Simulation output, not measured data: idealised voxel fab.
process module | voxel ribs on slabs
cross-section cut | 145 nm wide | cells 5 nm
A cross-section is a grid of square cells, given in bands from the top down. A band is one or more rows of cells.
Each band's line starts with the height of the band's top and of its bottom, in nm. Then come its materials from left to right, each with its width in nm. One material with "throughout" fills the band from edge to edge. "air" is empty space.
Height 0 is the level under which the wafer as received is all one material. The lowest band goes on downwards, as in "0 down".
A width such as "30 to 40" changes by the same amount from each row of cells to the next, from the band's top row to its bottom row.
"no change" after a step means that no cell of the cross-section changed.
closed voids: empty space of 8 cells or more with no open way to the top, each as width x height at its distance from the left edge, in nm
after a step's settings: what the simulator itself notes on the step
overlay nm, on a step with a mask: how far to the right of its planned place the mask lay; to the left if negative
plan
1 op RECEIVE | material Si
2 op DIRECTIONAL_DEP | material SiO2 | thk nm 30
3 op DIRECTIONAL_DEP | material polySi | thk nm 15
4 op MASKED_ETCH | tone cover | mask id RIB | width nm 25 | etch materials polySi | depth nm 5 | overlay nm 0
5 op PATTERN | tone cover | mask id SLAB | material resist | width nm 65 | thk nm 20 | overlay nm 0
6 op DIRECTIONAL_ETCH | etch materials polySi | depth nm 10
7 op STRIP | etch materials resist
8 op FILL_DEP | material SiO2 | thk nm 30
9 op CMP | height nm 65
10 op DIRECTIONAL_DEP | material TiN | thk nm 10
11 op PATTERN | tone cover | mask id HEATER | material resist | width nm 35 | thk nm 15 | overlay nm 0
12 op DIRECTIONAL_ETCH | etch materials TiN | depth nm 10
13 op STRIP | etch materials resist
14 op CONFORMAL_DEP | material SiO2 | thk nm 5
as received, after step 1
  0 down: Si throughout
  closed voids: none
a wafer at the end: this start, this plan, one mistake
  80 to 75: air 50 | SiO2 45 | air 50
  75 to 70: air 50 | SiO2 5 | TiN 35 | SiO2 5 | air 50
  70 to 65: SiO2 55 | TiN 35 | SiO2 55
  65 to 45: SiO2 throughout
  45 to 30: SiO2 60 | polySi 25 | SiO2 60
  30 to 0: SiO2 throughout
  0 down: Si throughout
  closed voids: none
what went wrong: step 4 ran as: op MASKED_ETCH | tone cover | mask id RIB | width nm 25 | etch materials polySi | depth nm 15 | overlay nm 0
